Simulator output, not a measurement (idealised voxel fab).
Process module in this document: voxel trench capacitor
Pictured: cross-section cut, 270 nm wide, on a grid of 5 nm square cells.
A cross-section is written here as square cells arranged in a grid, and it is given in bands from the top down, each band taking up one or more rows of cells. Read a band's entry like this: the first values are the height of its top and the height of its bottom in nm, and what follows is the sequence of materials from left to right, each with its width in nm. Note that "empty" is empty space, and that a single material marked "throughout" reaches across the band from edge to edge. Counting heights begins at 0, where everything beneath is, in the wafer as received, one material. The lowest band has no bottom; it goes on downwards, as "0 and below" shows. Width: "30..40" (first number = top row, second number = bottom row, same change from row to row of cells). The cross-section has no changed cell in any step marked "remains unaltered". Heads up: "Closed-off voids" only lists the empty pockets with no open path to the top that are 8 cells or more, and it writes them as width x height at distance, distance from the left edge, in nm. What comes after the settings on a step's line is commentary from the simulator itself on that step. Each step line may optionally specify "overlay nm", which for a step with a mask gives the rightward distance between the mask's planned place and where it lay, a negative value indicating the leftward direction.
This section lists the process steps that were planned:
step 1: RECEIVE (material Si)
step 2: CONFORMAL_DEP (material SiN; thk nm 5)
step 3: PATTERN (tone open; mask id TRENCH; material resist; width nm 25; pitch nm 50; thk nm 20; overlay nm 0)
step 4: DIRECTIONAL_ETCH (etch materials SiN; depth nm 5)
step 5: DIRECTIONAL_ETCH (etch materials Si; depth nm 40)
step 6: STRIP (etch materials resist)
step 7: CONFORMAL_DEP (material SiO2; thk nm 5)
step 8: FILL_DEP (material polySi; thk nm 5)
step 9: CMP (height nm 5)
Of two wafers, the first: run according to plan:
Wafer at receipt (post step 1), cross-section:
    0 and below = Si throughout
    Closed-off voids: none
Cross-section of the wafer after step 2:
    5 down to 0 = SiN throughout
    Lower than 0, everything is as it was.
Cross-section of the wafer after step 3:
    25 down to 5 = 70 nm resist, 25 nm empty, 25 nm resist, 25 nm empty, 25 nm resist, 25 nm empty, 75 nm resist
    Lower than 5, everything is as it was.
Cross-section of the wafer after step 4:
    25 down to 5 = 70 nm resist, 25 nm empty, 25 nm resist, 25 nm empty, 25 nm resist, 25 nm empty, 75 nm resist
    5 down to 0 = 70 nm SiN, 25 nm empty, 25 nm SiN, 25 nm empty, 25 nm SiN, 25 nm empty, 75 nm SiN
    Lower than 0, everything is as it was.
Cross-section of the wafer after step 5:
    25 down to 5 = 70 nm resist, 25 nm empty, 25 nm resist, 25 nm empty, 25 nm resist, 25 nm empty, 75 nm resist
    5 down to 0 = 70 nm SiN, 25 nm empty, 25 nm SiN, 25 nm empty, 25 nm SiN, 25 nm empty, 75 nm SiN
    0 down to -40 = 70 nm Si, 25 nm empty, 25 nm Si, 25 nm empty, 25 nm Si, 25 nm empty, 75 nm Si
    Lower than -40, everything is as it was.
Cross-section of the wafer after step 6:
    5 down to 0 = 70 nm SiN, 25 nm empty, 25 nm SiN, 25 nm empty, 25 nm SiN, 25 nm empty, 75 nm SiN
    Lower than 0, everything is as it was.
Cross-section of the wafer after step 7:
    10 down to 5 = 75 nm SiO2, 15 nm empty, 35 nm SiO2, 15 nm empty, 35 nm SiO2, 15 nm empty, 80 nm SiO2
    5 down to 0 = 70 nm SiN, 5 nm SiO2, 15 nm empty, 5 nm SiO2, 25 nm SiN, 5 nm SiO2, 15 nm empty, 5 nm SiO2, 25 nm SiN, 5 nm SiO2, 15 nm empty, 5 nm SiO2, 75 nm SiN
    0 down to -35 = 70 nm Si, 5 nm SiO2, 15 nm empty, 5 nm SiO2, 25 nm Si, 5 nm SiO2, 15 nm empty, 5 nm SiO2, 25 nm Si, 5 nm SiO2, 15 nm empty, 5 nm SiO2, 75 nm Si
    -35 down to -40 = 70 nm Si, 25 nm SiO2, 25 nm Si, 25 nm SiO2, 25 nm Si, 25 nm SiO2, 75 nm Si
    Lower than -40, everything is as it was.
Cross-section of the wafer after step 8:
    15 down to 10 = polySi throughout
    10 down to 5 = 75 nm SiO2, 15 nm polySi, 35 nm SiO2, 15 nm polySi, 35 nm SiO2, 15 nm polySi, 80 nm SiO2
    5 down to 0 = 70 nm SiN, 5 nm SiO2, 15 nm polySi, 5 nm SiO2, 25 nm SiN, 5 nm SiO2, 15 nm polySi, 5 nm SiO2, 25 nm SiN, 5 nm SiO2, 15 nm polySi, 5 nm SiO2, 75 nm SiN
    0 down to -35 = 70 nm Si, 5 nm SiO2, 15 nm polySi, 5 nm SiO2, 25 nm Si, 5 nm SiO2, 15 nm polySi, 5 nm SiO2, 25 nm Si, 5 nm SiO2, 15 nm polySi, 5 nm SiO2, 75 nm Si
    Lower than -35, everything is as it was.
Cross-section of the wafer after step 9:
    5 down to 0 = 70 nm SiN, 5 nm SiO2, 15 nm polySi, 5 nm SiO2, 25 nm SiN, 5 nm SiO2, 15 nm polySi, 5 nm SiO2, 25 nm SiN, 5 nm SiO2, 15 nm polySi, 5 nm SiO2, 75 nm SiN
    Lower than 0, everything is as it was.
The remaining wafer, second of the two, started like the first and was run to the same plan, except that one mistake was made along the way; the two coincide through step 2, inclusive:
The second wafer in cross-section, at the planned close of step 3:
    25 down to 5 = 70 nm resist, 30 nm empty, 20 nm resist, 30 nm empty, 20 nm resist, 30 nm empty, 70 nm resist
    Lower than 5, everything is as it was.
The second wafer in cross-section, at the planned close of step 4:
    25 down to 5 = 70 nm resist, 30 nm empty, 20 nm resist, 30 nm empty, 20 nm resist, 30 nm empty, 70 nm resist
    5 down to 0 = 70 nm SiN, 30 nm empty, 20 nm SiN, 30 nm empty, 20 nm SiN, 30 nm empty, 70 nm SiN
    Lower than 0, everything is as it was.
The second wafer in cross-section, at the planned close of step 5:
    25 down to 5 = 70 nm resist, 30 nm empty, 20 nm resist, 30 nm empty, 20 nm resist, 30 nm empty, 70 nm resist
    5 down to 0 = 70 nm SiN, 30 nm empty, 20 nm SiN, 30 nm empty, 20 nm SiN, 30 nm empty, 70 nm SiN
    0 down to -40 = 70 nm Si, 30 nm empty, 20 nm Si, 30 nm empty, 20 nm Si, 30 nm empty, 70 nm Si
    Lower than -40, everything is as it was.
The second wafer in cross-section, at the planned close of step 6:
    5 down to 0 = 70 nm SiN, 30 nm empty, 20 nm SiN, 30 nm empty, 20 nm SiN, 30 nm empty, 70 nm SiN
    Lower than 0, everything is as it was.
The second wafer in cross-section, at the planned close of step 7:
    10 down to 5 = 75 nm SiO2, 20 nm empty, 30 nm SiO2, 20 nm empty, 30 nm SiO2, 20 nm empty, 75 nm SiO2
    5 down to 0 = 70 nm SiN, 5 nm SiO2, 20 nm empty, 5 nm SiO2, 20 nm SiN, 5 nm SiO2, 20 nm empty, 5 nm SiO2, 20 nm SiN, 5 nm SiO2, 20 nm empty, 5 nm SiO2, 70 nm SiN
    0 down to -35 = 70 nm Si, 5 nm SiO2, 20 nm empty, 5 nm SiO2, 20 nm Si, 5 nm SiO2, 20 nm empty, 5 nm SiO2, 20 nm Si, 5 nm SiO2, 20 nm empty, 5 nm SiO2, 70 nm Si
    -35 down to -40 = 70 nm Si, 30 nm SiO2, 20 nm Si, 30 nm SiO2, 20 nm Si, 30 nm SiO2, 70 nm Si
    Lower than -40, everything is as it was.
The second wafer in cross-section, at the planned close of step 8:
    15 down to 10 = polySi throughout
    10 down to 5 = 75 nm SiO2, 20 nm polySi, 30 nm SiO2, 20 nm polySi, 30 nm SiO2, 20 nm polySi, 75 nm SiO2
    5 down to 0 = 70 nm SiN, 5 nm SiO2, 20 nm polySi, 5 nm SiO2, 20 nm SiN, 5 nm SiO2, 20 nm polySi, 5 nm SiO2, 20 nm SiN, 5 nm SiO2, 20 nm polySi, 5 nm SiO2, 70 nm SiN
    0 down to -35 = 70 nm Si, 5 nm SiO2, 20 nm polySi, 5 nm SiO2, 20 nm Si, 5 nm SiO2, 20 nm polySi, 5 nm SiO2, 20 nm Si, 5 nm SiO2, 20 nm polySi, 5 nm SiO2, 70 nm Si
    Lower than -35, everything is as it was.
The second wafer in cross-section, at the planned close of step 9:
    5 down to 0 = 70 nm SiN, 5 nm SiO2, 20 nm polySi, 5 nm SiO2, 20 nm SiN, 5 nm SiO2, 20 nm polySi, 5 nm SiO2, 20 nm SiN, 5 nm SiO2, 20 nm polySi, 5 nm SiO2, 70 nm SiN
    Lower than 0, everything is as it was.
Deviation from plan: step 3 ran differently from the plan; actual operation with settings: PATTERN (tone open; mask id TRENCH; material resist; width nm 30; pitch nm 50; thk nm 20; overlay nm 0)
Wafer comparison, final, in cells, second relative to first, materials more or fewer: -24 Si | -3 SiN | +3 SiO2 | +24 polySi
